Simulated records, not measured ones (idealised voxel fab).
process module | voxel tone inversion
cross-section cut | 245 nm wide | cells 5 nm
A cross-section is a grid of square cells, given in bands from the top down. A band is one or more rows of cells.
Each band's line starts with the height of the band's top and of its bottom, in nm. Then come its materials from left to right, each with its width in nm. One material with "throughout" fills the band from edge to edge. "air" is empty space.
Height 0 is the level under which the wafer as received is all one material. The lowest band goes on downwards, as in "0 down".
A width such as "30 to 40" changes by the same amount from each row of cells to the next, from the band's top row to its bottom row.
"no change" after a step means that no cell of the cross-section changed.
closed voids: empty space of 8 cells or more with no open way to the top, each as width x height at its distance from the left edge, in nm
after a step's settings: what the simulator itself notes on the step
overlay nm, on a step with a mask: how far to the right of its planned place the mask lay; to the left if negative
plan
1 op RECEIVE | material Si
2 op CONFORMAL_DEP | material SiN | thk nm 10
3 op DIRECTIONAL_DEP | material polySi | thk nm 15
4 op PATTERN | tone cover | mask id POSTS | material resist | width nm 20 | pitch nm 45 | thk nm 20 | overlay nm 0
5 op DIRECTIONAL_ETCH | etch materials polySi | depth nm 15
6 op STRIP | etch materials resist
7 op FILL_DEP | material SiO2 | thk nm 10
8 op CMP | height nm 25
9 op STRIP | etch materials polySi
10 op CONFORMAL_DEP | material TiN | thk nm 5
11 op FILL_DEP | material Cu | thk nm 5
12 op CMP | height nm 25
13 op CONFORMAL_DEP | material SiCN | thk nm 5
first wafer, as planned
as received, after step 1
  0 down: Si throughout
  closed voids: none
after step 2
  10 to 0: SiN throughout
  below 0: unchanged
after step 3
  25 to 10: polySi throughout
  below 10: unchanged
after step 4
  45 to 25: air 65 | resist 20 | air 25 | resist 20 | air 25 | resist 20 | air 70
  below 25: unchanged
after step 5
  45 to 25: air 65 | resist 20 | air 25 | resist 20 | air 25 | resist 20 | air 70
  25 to 10: air 65 | polySi 20 | air 25 | polySi 20 | air 25 | polySi 20 | air 70
  below 10: unchanged
after step 6
  25 to 10: air 65 | polySi 20 | air 25 | polySi 20 | air 25 | polySi 20 | air 70
  below 10: unchanged
after step 7
  35 to 25: SiO2 throughout
  25 to 10: SiO2 65 | polySi 20 | SiO2 25 | polySi 20 | SiO2 25 | polySi 20 | SiO2 70
  below 10: unchanged
after step 8
  25 to 10: SiO2 65 | polySi 20 | SiO2 25 | polySi 20 | SiO2 25 | polySi 20 | SiO2 70
  below 10: unchanged
after step 9
  25 to 10: SiO2 65 | air 20 | SiO2 25 | air 20 | SiO2 25 | air 20 | SiO2 70
  below 10: unchanged
after step 10
  30 to 25: TiN 70 | air 10 | TiN 35 | air 10 | TiN 35 | air 10 | TiN 75
  25 to 15: SiO2 65 | TiN 5 | air 10 | TiN 5 | SiO2 25 | TiN 5 | air 10 | TiN 5 | SiO2 25 | TiN 5 | air 10 | TiN 5 | SiO2 70
  15 to 10: SiO2 65 | TiN 20 | SiO2 25 | TiN 20 | SiO2 25 | TiN 20 | SiO2 70
  below 10: unchanged
after step 11
  35 to 30: Cu throughout
  30 to 25: TiN 70 | Cu 10 | TiN 35 | Cu 10 | TiN 35 | Cu 10 | TiN 75
  25 to 15: SiO2 65 | TiN 5 | Cu 10 | TiN 5 | SiO2 25 | TiN 5 | Cu 10 | TiN 5 | SiO2 25 | TiN 5 | Cu 10 | TiN 5 | SiO2 70
  below 15: unchanged
after step 12
  25 to 15: SiO2 65 | TiN 5 | Cu 10 | TiN 5 | SiO2 25 | TiN 5 | Cu 10 | TiN 5 | SiO2 25 | TiN 5 | Cu 10 | TiN 5 | SiO2 70
  below 15: unchanged
after step 13
  30 to 25: SiCN throughout
  below 25: unchanged
second wafer: like start, like plan, one mistake. Through step 1 it matches the first wafer
when step 2 should have ended: no change
when step 3 should have ended
  15 to 0: polySi throughout
  below 0: unchanged
when step 4 should have ended
  35 to 15: air 65 | resist 20 | air 25 | resist 20 | air 25 | resist 20 | air 70
  below 15: unchanged
when step 5 should have ended
  35 to 15: air 65 | resist 20 | air 25 | resist 20 | air 25 | resist 20 | air 70
  15 to 0: air 65 | polySi 20 | air 25 | polySi 20 | air 25 | polySi 20 | air 70
  below 0: unchanged
when step 6 should have ended
  15 to 0: air 65 | polySi 20 | air 25 | polySi 20 | air 25 | polySi 20 | air 70
  below 0: unchanged
when step 7 should have ended
  25 to 15: SiO2 throughout
  15 to 0: SiO2 65 | polySi 20 | SiO2 25 | polySi 20 | SiO2 25 | polySi 20 | SiO2 70
  below 0: unchanged
when step 8 should have ended: no change
when step 9 should have ended: no change
when step 10 should have ended
  30 to 25: TiN throughout
  below 25: unchanged
when step 11 should have ended
  35 to 30: Cu throughout
  below 30: unchanged
when step 12 should have ended
  25 to 15: SiO2 throughout
  below 15: unchanged
when step 13 should have ended
  30 to 25: SiCN throughout
  below 25: unchanged
what went wrong: step 2 was left out
at the end the second wafer has, in cells: 12 fewer of Cu | 98 fewer of SiN | 98 more of SiO2 | 24 fewer of TiN | 36 more of polySi
